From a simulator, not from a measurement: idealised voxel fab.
Process module heading - voxel released beams
Each square cell in cross-section cut measures 5 nm, and the section as a whole is 260 nm wide.
Cross-section, as written here: a square-cell grid given band by band from the top down, where a band holds one or more rows of cells. First you get the band's top height and its bottom height, in nm, and then the materials it's made of, left to right, with each width in nm. If you see a single material with "edge to edge", that one covers the band edge to edge. "blank" is empty space. Heights from 0 (as-received wafer is one material below). Bottom band endless downward, as "z 0 and below". The two numbers in a width such as "30..40" mark its ends across the band: the first belongs to the top row of cells, the second to the bottom row, and from each row to the next the width moves by the same amount. "remains unaltered" for a step: no cell of the cross-section changed in that step. Entry "Encapsulated voids". Content: empty spaces with no open connection to the top, size 8 cells or greater. Each: width x height at distance. Distance: from left edge. Unit: nm. Heads up: the bit after the settings on a step's line is the simulator's remark on that step. The line of a step may include "overlay nm". On a step with a mask, this value is how far to the right of its planned place the mask lay. A negative value means the mask lay to the left.
# These are the steps we planned for the process
1) RECEIVE: material Si
2) CONFORMAL_DEP: material SiN, thk nm 10
3) DIRECTIONAL_DEP: material SiO2, thk nm 10
4) MASKED_ETCH: tone open, mask id ANCHOR, width nm 40, etch materials SiO2, depth nm 10, overlay nm 0
5) CONFORMAL_DEP: material TiN, thk nm 15
6) DIRECTIONAL_DEP: material aC, thk nm 15
7) PATTERN: tone cover, mask id BEAM, material resist, width nm 100, thk nm 30, overlay nm 0
8) DIRECTIONAL_ETCH: etch materials aC, depth nm 15
9) STRIP: etch materials resist
10) DIRECTIONAL_ETCH: etch materials TiN, depth nm 15
11) STRIP: etch materials aC
12) STRIP: etch materials SiO2
varied across the wafers: width nm of step 7. The plan shows the first wafer's value. All wafers start alike
# The first of several wafers in cross-section, exactly as it reached us after step 1
* z 0 and below | Si edge to edge
* Encapsulated voids: none
# The first of several wafers, seen in cross-section after the module's last step, step 12
* z 35 to 25 | blank (75); TiN (15); blank (10); TiN (75); blank (85)
* z 25 to 20 | blank (75); TiN (100); blank (85)
* z 20 to 10 | blank (75); TiN (40); blank (145)
* z 10 to 0 | SiN edge to edge
* z 0 and below | Si edge to edge
* Encapsulated voids: none
# Last wafer of the set, cross-sectioned at end of module
* z 35 to 25 | blank (65); TiN (25); blank (10); TiN (90); blank (70)
* z 25 to 20 | blank (65); TiN (125); blank (70)
* z 20 to 10 | blank (75); TiN (40); blank (145)
* z 10 to 0 | SiN edge to edge
* z 0 and below | Si edge to edge
* Encapsulated voids: none
# Rows = wafers. At module end, each row lists per material the cells gained (+) or lost (-) since the wafer was received, then the closed voids
width nm 100; +104 SiN; +72 TiN; Encapsulated voids: none
width nm 105; +104 SiN; +75 TiN; Encapsulated voids: none
width nm 110; +104 SiN; +78 TiN; Encapsulated voids: none
width nm 115; +104 SiN; +81 TiN; Encapsulated voids: none
width nm 120; +104 SiN; +84 TiN; Encapsulated voids: none
width nm 125; +104 SiN; +87 TiN; Encapsulated voids: none
